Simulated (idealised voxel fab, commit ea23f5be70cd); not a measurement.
process module | voxel wiring stack
cross-section cut | 255 nm wide | cells 5 nm
A cross-section is a grid of square cells, given in bands from the top down. A band is one or more rows of cells.
Each band's line starts with the height of the band's top and of its bottom, in nm. Then come its materials from left to right, each with its width in nm. One material with "throughout" fills the band from edge to edge. "air" is empty space.
Height 0 is the level under which the wafer as received is all one material. The lowest band goes on downwards, as in "0 down".
A width such as "30 to 40" changes by the same amount from each row of cells to the next, from the band's top row to its bottom row.
"no change" after a step means that no cell of the cross-section changed.
closed voids: empty space of 8 cells or more with no open way to the top, each as width x height at its distance from the left edge, in nm
after a step's settings: what the simulator itself notes on the step
overlay nm, on a step with a mask: how far to the right of its planned place the mask lay; to the left if negative
plan
1 op RECEIVE | material Si
2 op CONFORMAL_DEP | material SiO2 | thk nm 15
3 op CONFORMAL_DEP | material SiN | thk nm 5
4 op DIRECTIONAL_DEP | material lowk | thk nm 15
5 op DIRECTIONAL_DEP | material aC | thk nm 10
6 op PATTERN | tone open | mask id METAL_1 | material resist | width nm 20 | pitch nm 35 | thk nm 25 | overlay nm 0
7 op DIRECTIONAL_ETCH | etch materials aC | depth nm 10
8 op STRIP | etch materials resist
9 op DIRECTIONAL_ETCH | etch materials lowk | depth nm 15
10 op DIRECTIONAL_ETCH | etch materials SiN | depth nm 5
11 op STRIP | etch materials aC
12 op CONFORMAL_DEP | material TiN | thk nm 5
13 op FILL_DEP | material Cu | thk nm 10
14 op CMP | height nm 35
15 op CONFORMAL_DEP | material SiCN | thk nm 5
16 op DIRECTIONAL_DEP | material lowk | thk nm 30
17 op PATTERN | tone open | mask id METAL_2_HOLES | material resist | width nm 15 | pitch nm 70 | thk nm 15 | overlay nm 0
18 op DIRECTIONAL_ETCH | etch materials lowk | depth nm 30
19 op STRIP | etch materials resist
20 op MASKED_ETCH | tone open | mask id METAL_2 | width nm 20 | pitch nm 35 | etch materials lowk | depth nm 20 | overlay nm -15
21 op MASKED_ETCH | tone open | mask id METAL_2 | width nm 20 | pitch nm 35 | etch materials SiCN | depth nm 5 | overlay nm 0
22 op CONFORMAL_DEP | material TiN | thk nm 5
23 op FILL_DEP | material Cu | thk nm 5
24 op CMP | height nm 70
25 op CONFORMAL_DEP | material SiN | thk nm 5
varied across the wafers: overlay nm of step 20. The plan shows the first wafer's value. All wafers start alike
first wafer as received, after step 1
  0 down: Si throughout
  closed voids: none
first wafer at the end, after step 25
  75 to 70: SiN throughout
  70 to 55: lowk 50 | TiN 5 | Cu 20 | TiN 5 | lowk 5 | TiN 5 | Cu 10 | TiN 5 | lowk 15 | TiN 5 | Cu 20 | TiN 5 | lowk 5 | TiN 5 | Cu 10 | TiN 5 | lowk 80
  55 to 50: lowk 50 | TiN 20 | Cu 5 | TiN 5 | lowk 5 | TiN 20 | lowk 15 | TiN 20 | Cu 5 | TiN 5 | lowk 5 | TiN 20 | lowk 80
  50 to 40: lowk 65 | TiN 5 | Cu 5 | TiN 5 | lowk 55 | TiN 5 | Cu 5 | TiN 5 | lowk 105
  40 to 35: SiCN 65 | TiN 15 | SiCN 55 | TiN 15 | SiCN 105
  35 to 20: lowk 65 | TiN 5 | Cu 10 | TiN 5 | lowk 15 | TiN 5 | Cu 10 | TiN 5 | lowk 15 | TiN 5 | Cu 10 | TiN 5 | lowk 15 | TiN 5 | Cu 10 | TiN 5 | lowk 65
  20 to 15: SiN 65 | TiN 20 | SiN 15 | TiN 20 | SiN 15 | TiN 20 | SiN 15 | TiN 20 | SiN 65
  15 to 0: SiO2 throughout
  0 down: Si throughout
  closed voids: none
last wafer at the end
  75 to 70: SiN throughout
  70 to 55: lowk 65 | TiN 5 | Cu 25 | TiN 5 | lowk 15 | TiN 5 | Cu 45 | TiN 5 | lowk 15 | TiN 5 | Cu 10 | TiN 5 | lowk 50
  55 to 50: lowk 65 | TiN 5 | Cu 5 | TiN 25 | lowk 15 | TiN 25 | Cu 5 | TiN 25 | lowk 15 | TiN 20 | lowk 50
  50 to 40: lowk 65 | TiN 5 | Cu 5 | TiN 5 | lowk 55 | TiN 5 | Cu 5 | TiN 5 | lowk 105
  40 to 35: SiCN 65 | TiN 15 | SiCN 55 | TiN 15 | SiCN 105
  35 to 20: lowk 65 | TiN 5 | Cu 10 | TiN 5 | lowk 15 | TiN 5 | Cu 10 | TiN 5 | lowk 15 | TiN 5 | Cu 10 | TiN 5 | lowk 15 | TiN 5 | Cu 10 | TiN 5 | lowk 65
  20 to 15: SiN 65 | TiN 20 | SiN 15 | TiN 20 | SiN 15 | TiN 20 | SiN 15 | TiN 20 | SiN 65
  15 to 0: SiO2 throughout
  0 down: Si throughout
  closed voids: none
each wafer at the end: cells of each material gained (+) or lost (-) since it was received, then its closed voids
overlay nm -15 | +66 Cu | +45 SiCN | +86 SiN | +153 SiO2 | +96 TiN | +319 lowk | closed voids: none
overlay nm -10 | +60 Cu | +45 SiCN | +86 SiN | +153 SiO2 | +94 TiN | +327 lowk | closed voids: none
overlay nm -5 | +54 Cu | +45 SiCN | +86 SiN | +153 SiO2 | +92 TiN | +335 lowk | closed voids: none
overlay nm 0 | +54 Cu | +45 SiCN | +86 SiN | +153 SiO2 | +92 TiN | +335 lowk | closed voids: none
overlay nm 5 | +60 Cu | +45 SiCN | +86 SiN | +153 SiO2 | +94 TiN | +327 lowk | closed voids: none
overlay nm 10 | +66 Cu | +45 SiCN | +86 SiN | +153 SiO2 | +96 TiN | +319 lowk | closed voids: none
overlay nm 15 | +78 Cu | +45 SiCN | +86 SiN | +153 SiO2 | +92 TiN | +311 lowk | closed voids: none
